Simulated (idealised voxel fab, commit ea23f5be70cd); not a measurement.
Process module in this document: voxel double patterning
In the cross-section labelled cut, the width is 255 nm and each square cell is 5 nm.
Cross-section = grid of square cells, listed top down in bands; band = one or more rows. Top height, bottom height, nm. Materials left to right, width each, nm. Single material + "full width" = fills band edge to edge. "empty" = empty. It should be noted that heights are counted from 0, beneath which the wafer as supplied is of one material throughout, and that the lowest band possesses no lower boundary but continues downward, as written in "0 and below". Graded width ("30->40"): value in top row of band = first number; value in bottom row = second number; row-to-row change constant. "no change occurred" after a step means that no cell of the cross-section changed. Trapped cavities: empty space of 8 cells or more with no open way to the top, each as width x height at its distance from the left edge, in nm. The remark found on a step's line after its settings is issued by the simulator itself and pertains to that step. overlay nm: how far to the right of its planned place the mask lay on this masked step (negative: to the left).

**Planned process steps**
1. RECEIVE, material Si
2. CONFORMAL_DEP, material SiO2, thk nm 10
3. DIRECTIONAL_DEP, material polySi, thk nm 15
4. DIRECTIONAL_DEP, material SiCN, thk nm 5
5. PATTERN, tone open, mask id FIRST, material resist, width nm 15, pitch nm 50, thk nm 15, overlay nm 0
6. DIRECTIONAL_ETCH, etch materials SiCN, depth nm 5
7. STRIP, etch materials resist
8. MASKED_ETCH, tone open, mask id SECOND, width nm 15, etch materials SiCN, depth nm 5, overlay nm 0
9. DIRECTIONAL_ETCH, etch materials polySi, depth nm 15
10. STRIP, etch materials SiCN

**Wafer, first of two, run as planned**

**Cross-section: wafer on arrival = after step 1**
  0 and below  Si full width
  Trapped cavities: none

**State of the wafer after step 2, shown in cross-section**
  10 down to 0  SiO2 full width
  Below 0 it's all the same as before, nothing changed down there.

**State of the wafer after step 3, shown in cross-section**
  25 down to 10  polySi full width
  Below 10 it's all the same as before, nothing changed down there.

**State of the wafer after step 4, shown in cross-section**
  30 down to 25  SiCN full width
  Below 25 it's all the same as before, nothing changed down there.

**State of the wafer after step 5, shown in cross-section**
  45 down to 30  resist: 95  empty: 15  resist: 35  empty: 15  resist: 95
  Below 30 it's all the same as before, nothing changed down there.

**State of the wafer after step 6, shown in cross-section**
  45 down to 30  resist: 95  empty: 15  resist: 35  empty: 15  resist: 95
  30 down to 25  SiCN: 95  empty: 15  SiCN: 35  empty: 15  SiCN: 95
  Below 25 it's all the same as before, nothing changed down there.

**State of the wafer after step 7, shown in cross-section**
  30 down to 25  SiCN: 95  empty: 15  SiCN: 35  empty: 15  SiCN: 95
  Below 25 it's all the same as before, nothing changed down there.

**State of the wafer after step 8, shown in cross-section**
  30 down to 25  SiCN: 95  empty: 15  SiCN: 10  empty: 15  SiCN: 10  empty: 15  SiCN: 95
  Below 25 it's all the same as before, nothing changed down there.

**State of the wafer after step 9, shown in cross-section**
  30 down to 25  SiCN: 95  empty: 15  SiCN: 10  empty: 15  SiCN: 10  empty: 15  SiCN: 95
  25 down to 10  polySi: 95  empty: 15  polySi: 10  empty: 15  polySi: 10  empty: 15  polySi: 95
  Below 10 it's all the same as before, nothing changed down there.

**State of the wafer after step 10, shown in cross-section**
  25 down to 10  polySi: 95  empty: 15  polySi: 10  empty: 15  polySi: 10  empty: 15  polySi: 95
  Below 10 it's all the same as before, nothing changed down there.

**The remaining wafer, second of the two, started like the first and was run to the same plan, except that one mistake was made along the way; the two coincide through step 2, inclusive**

**Planned end of step 3: second wafer, cross-section**
  35 down to 10  polySi full width
  Below 10 it's all the same as before, nothing changed down there.

**Planned end of step 4: second wafer, cross-section**
  40 down to 35  SiCN full width
  Below 35 it's all the same as before, nothing changed down there.

**Planned end of step 5: second wafer, cross-section**
  55 down to 40  resist: 95  empty: 15  resist: 35  empty: 15  resist: 95
  Below 40 it's all the same as before, nothing changed down there.

**Planned end of step 6: second wafer, cross-section**
  55 down to 40  resist: 95  empty: 15  resist: 35  empty: 15  resist: 95
  40 down to 35  SiCN: 95  empty: 15  SiCN: 35  empty: 15  SiCN: 95
  Below 35 it's all the same as before, nothing changed down there.

**Planned end of step 7: second wafer, cross-section**
  40 down to 35  SiCN: 95  empty: 15  SiCN: 35  empty: 15  SiCN: 95
  Below 35 it's all the same as before, nothing changed down there.

**Planned end of step 8: second wafer, cross-section**
  40 down to 35  SiCN: 95  empty: 15  SiCN: 10  empty: 15  SiCN: 10  empty: 15  SiCN: 95
  Below 35 it's all the same as before, nothing changed down there.

**Planned end of step 9: second wafer, cross-section**
  40 down to 35  SiCN: 95  empty: 15  SiCN: 10  empty: 15  SiCN: 10  empty: 15  SiCN: 95
  35 down to 20  polySi: 95  empty: 15  polySi: 10  empty: 15  polySi: 10  empty: 15  polySi: 95
  Below 20 it's all the same as before, nothing changed down there.

**Planned end of step 10: second wafer, cross-section**
  35 down to 20  polySi: 95  empty: 15  polySi: 10  empty: 15  polySi: 10  empty: 15  polySi: 95
  Below 20 it's all the same as before, nothing changed down there.
Which mistake was made when the wafer was run? step 3 was processed under conditions differing from the plan, specifically as DIRECTIONAL_DEP, material polySi, thk nm 25
FYI, end of process, the second wafer has more or fewer cells of some materials than the first: polySi +102
